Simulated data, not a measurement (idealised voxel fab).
process module | voxel released beams
cross-section cut | 290 nm wide | cells 5 nm
A cross-section is a grid of square cells, given in bands from the top down. A band is one or more rows of cells.
Each band's line starts with the height of the band's top and of its bottom, in nm. Then come its materials from left to right, each with its width in nm. One material with "throughout" fills the band from edge to edge. "air" is empty space.
Height 0 is the level under which the wafer as received is all one material. The lowest band goes on downwards, as in "0 down".
A width such as "30 to 40" changes by the same amount from each row of cells to the next, from the band's top row to its bottom row.
"no change" after a step means that no cell of the cross-section changed.
closed voids: empty space of 8 cells or more with no open way to the top, each as width x height at its distance from the left edge, in nm
after a step's settings: what the simulator itself notes on the step
overlay nm, on a step with a mask: how far to the right of its planned place the mask lay; to the left if negative
plan
1 op RECEIVE | material Si
2 op CONFORMAL_DEP | material SiN | thk nm 5
3 op DIRECTIONAL_DEP | material SiO2 | thk nm 10
4 op MASKED_ETCH | tone open | mask id ANCHOR | width nm 30 | etch materials SiO2 | depth nm 10 | overlay nm 0
5 op CONFORMAL_DEP | material TiN | thk nm 10
6 op MASKED_ETCH | tone cover | mask id BEAM | width nm 100 | etch materials TiN | depth nm 10 | overlay nm 0
7 op STRIP | etch materials SiO2
first wafer, as planned
as received, after step 1
  0 down: Si throughout
  closed voids: none
after step 2
  5 to 0: SiN throughout
  below 0: unchanged
after step 3
  15 to 5: SiO2 throughout
  below 5: unchanged
after step 4
  15 to 5: SiO2 95 | air 30 | SiO2 165
  below 5: unchanged
after step 5
  25 to 15: TiN 105 | air 10 | TiN 175
  15 to 5: SiO2 95 | TiN 30 | SiO2 165
  below 5: unchanged
after step 6
  25 to 15: air 90 | TiN 15 | air 10 | TiN 75 | air 100
  below 15: unchanged
after step 7
  25 to 15: air 90 | TiN 15 | air 10 | TiN 75 | air 100
  15 to 5: air 95 | TiN 30 | air 165
  below 5: unchanged
second wafer: like start, like plan, one mistake. Through step 6 it matches the first wafer
when step 7 should have ended
  25 to 15: air 90 | TiN 15 | air 10 | TiN 75 | air 100
  15 to 5: air 95 | TiN 30 | air 165
  below 5: unchanged
what went wrong: step 7 was run twice
at the end the two cross-sections are the same: no effect in what this model computes
